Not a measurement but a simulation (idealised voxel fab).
process module | voxel double patterning
cross-section cut | 180 nm wide | cells 5 nm
A cross-section is a grid of square cells, given in bands from the top down. A band is one or more rows of cells.
Each band's line starts with the height of the band's top and of its bottom, in nm. Then come its materials from left to right, each with its width in nm. One material with "throughout" fills the band from edge to edge. "air" is empty space.
Height 0 is the level under which the wafer as received is all one material. The lowest band goes on downwards, as in "0 down".
A width such as "30 to 40" changes by the same amount from each row of cells to the next, from the band's top row to its bottom row.
"no change" after a step means that no cell of the cross-section changed.
closed voids: empty space of 8 cells or more with no open way to the top, each as width x height at its distance from the left edge, in nm
after a step's settings: what the simulator itself notes on the step
overlay nm, on a step with a mask: how far to the right of its planned place the mask lay; to the left if negative
plan
1 op RECEIVE | material Si
2 op CONFORMAL_DEP | material SiO2 | thk nm 10
3 op DIRECTIONAL_DEP | material polySi | thk nm 20
4 op DIRECTIONAL_DEP | material SiN | thk nm 5
5 op DIRECTIONAL_DEP | material aC | thk nm 10
6 op PATTERN | tone open | mask id FIRST | material resist | width nm 15 | pitch nm 50 | thk nm 25 | overlay nm 0
7 op DIRECTIONAL_ETCH | etch materials aC | depth nm 10
8 op STRIP | etch materials resist
9 op DIRECTIONAL_ETCH | etch materials SiN | depth nm 5
10 op STRIP | etch materials aC
11 op DIRECTIONAL_DEP | material aC | thk nm 15
12 op PATTERN | tone open | mask id SECOND | material resist | width nm 15 | pitch nm 50 | thk nm 30 | overlay nm 0
13 op DIRECTIONAL_ETCH | etch materials aC | depth nm 15
14 op STRIP | etch materials resist
15 op DIRECTIONAL_ETCH | etch materials SiN | depth nm 5
16 op STRIP | etch materials aC
17 op DIRECTIONAL_ETCH | etch materials polySi | depth nm 20
18 op STRIP | etch materials SiN
first wafer, as planned
as received, after step 1
  0 down: Si throughout
  closed voids: none
after step 2
  10 to 0: SiO2 throughout
  below 0: unchanged
after step 3
  30 to 10: polySi throughout
  below 10: unchanged
after step 4
  35 to 30: SiN throughout
  below 30: unchanged
after step 5
  45 to 35: aC throughout
  below 35: unchanged
after step 6
  70 to 45: resist 30 | air 15 | resist 35 | air 15 | resist 35 | air 15 | resist 35
  below 45: unchanged
after step 7
  60 to 45: resist 30 | air 15 | resist 35 | air 15 | resist 35 | air 15 | resist 35
  45 to 35: aC 30 | air 15 | aC 35 | air 15 | aC 35 | air 15 | aC 35
  below 35: unchanged
after step 8
  45 to 35: aC 30 | air 15 | aC 35 | air 15 | aC 35 | air 15 | aC 35
  below 35: unchanged
after step 9
  45 to 35: aC 30 | air 15 | aC 35 | air 15 | aC 35 | air 15 | aC 35
  35 to 30: SiN 30 | air 15 | SiN 35 | air 15 | SiN 35 | air 15 | SiN 35
  below 30: unchanged
after step 10
  35 to 30: SiN 30 | air 15 | SiN 35 | air 15 | SiN 35 | air 15 | SiN 35
  below 30: unchanged
after step 11
  50 to 45: aC 30 | air 15 | aC 35 | air 15 | aC 35 | air 15 | aC 35
  45 to 35: aC throughout
  35 to 30: SiN 30 | aC 15 | SiN 35 | aC 15 | SiN 35 | aC 15 | SiN 35
  below 30: unchanged
after step 12
  80 to 50: resist 55 | air 15 | resist 35 | air 15 | resist 60
  50 to 45: aC 30 | resist 15 | aC 35 | resist 15 | aC 35 | resist 15 | aC 35
  below 45: unchanged
after step 13
  65 to 50: resist 55 | air 15 | resist 35 | air 15 | resist 60
  50 to 45: aC 30 | resist 15 | aC 10 | air 15 | aC 10 | resist 15 | aC 10 | air 15 | aC 10 | resist 15 | aC 35
  45 to 35: aC 55 | air 15 | aC 35 | air 15 | aC 60
  below 35: unchanged
after step 14
  50 to 45: aC 30 | air 15 | aC 10 | air 15 | aC 10 | air 15 | aC 10 | air 15 | aC 10 | air 15 | aC 35
  below 45: unchanged
after step 15
  50 to 45: aC 30 | air 15 | aC 10 | air 15 | aC 10 | air 15 | aC 10 | air 15 | aC 10 | air 15 | aC 35
  45 to 35: aC 55 | air 15 | aC 35 | air 15 | aC 60
  35 to 30: SiN 30 | aC 15 | SiN 10 | air 15 | SiN 10 | aC 15 | SiN 10 | air 15 | SiN 10 | aC 15 | SiN 35
  below 30: unchanged
after step 16
  35 to 30: SiN 30 | air 15 | SiN 10 | air 15 | SiN 10 | air 15 | SiN 10 | air 15 | SiN 10 | air 15 | SiN 35
  below 30: unchanged
after step 17
  35 to 30: SiN 30 | air 15 | SiN 10 | air 15 | SiN 10 | air 15 | SiN 10 | air 15 | SiN 10 | air 15 | SiN 35
  30 to 10: polySi 30 | air 15 | polySi 10 | air 15 | polySi 10 | air 15 | polySi 10 | air 15 | polySi 10 | air 15 | polySi 35
  below 10: unchanged
after step 18
  30 to 10: polySi 30 | air 15 | polySi 10 | air 15 | polySi 10 | air 15 | polySi 10 | air 15 | polySi 10 | air 15 | polySi 35
  below 10: unchanged
second wafer: like start, like plan, one mistake. Through step 2 it matches the first wafer
when step 3 should have ended
  30 to 0: SiO2 throughout
  below 0: unchanged
when step 4 should have ended
  35 to 30: SiN throughout
  below 30: unchanged
when step 5 should have ended
  45 to 35: aC throughout
  below 35: unchanged
when step 6 should have ended
  70 to 45: resist 30 | air 15 | resist 35 | air 15 | resist 35 | air 15 | resist 35
  below 45: unchanged
when step 7 should have ended
  60 to 45: resist 30 | air 15 | resist 35 | air 15 | resist 35 | air 15 | resist 35
  45 to 35: aC 30 | air 15 | aC 35 | air 15 | aC 35 | air 15 | aC 35
  below 35: unchanged
when step 8 should have ended
  45 to 35: aC 30 | air 15 | aC 35 | air 15 | aC 35 | air 15 | aC 35
  below 35: unchanged
when step 9 should have ended
  45 to 35: aC 30 | air 15 | aC 35 | air 15 | aC 35 | air 15 | aC 35
  35 to 30: SiN 30 | air 15 | SiN 35 | air 15 | SiN 35 | air 15 | SiN 35
  below 30: unchanged
when step 10 should have ended
  35 to 30: SiN 30 | air 15 | SiN 35 | air 15 | SiN 35 | air 15 | SiN 35
  below 30: unchanged
when step 11 should have ended
  50 to 45: aC 30 | air 15 | aC 35 | air 15 | aC 35 | air 15 | aC 35
  45 to 35: aC throughout
  35 to 30: SiN 30 | aC 15 | SiN 35 | aC 15 | SiN 35 | aC 15 | SiN 35
  below 30: unchanged
when step 12 should have ended
  80 to 50: resist 55 | air 15 | resist 35 | air 15 | resist 60
  50 to 45: aC 30 | resist 15 | aC 35 | resist 15 | aC 35 | resist 15 | aC 35
  below 45: unchanged
when step 13 should have ended
  65 to 50: resist 55 | air 15 | resist 35 | air 15 | resist 60
  50 to 45: aC 30 | resist 15 | aC 10 | air 15 | aC 10 | resist 15 | aC 10 | air 15 | aC 10 | resist 15 | aC 35
  45 to 35: aC 55 | air 15 | aC 35 | air 15 | aC 60
  below 35: unchanged
when step 14 should have ended
  50 to 45: aC 30 | air 15 | aC 10 | air 15 | aC 10 | air 15 | aC 10 | air 15 | aC 10 | air 15 | aC 35
  below 45: unchanged
when step 15 should have ended
  50 to 45: aC 30 | air 15 | aC 10 | air 15 | aC 10 | air 15 | aC 10 | air 15 | aC 10 | air 15 | aC 35
  45 to 35: aC 55 | air 15 | aC 35 | air 15 | aC 60
  35 to 30: SiN 30 | aC 15 | SiN 10 | air 15 | SiN 10 | aC 15 | SiN 10 | air 15 | SiN 10 | aC 15 | SiN 35
  below 30: unchanged
when step 16 should have ended
  35 to 30: SiN 30 | air 15 | SiN 10 | air 15 | SiN 10 | air 15 | SiN 10 | air 15 | SiN 10 | air 15 | SiN 35
  below 30: unchanged
when step 17 should have ended: no change
when step 18 should have ended
  30 to 0: SiO2 throughout
  below 0: unchanged
what went wrong: step 3 ran as: op DIRECTIONAL_DEP | material SiO2 | thk nm 20
at the end the second wafer has, in cells: 144 more of SiO2 | 84 fewer of polySi
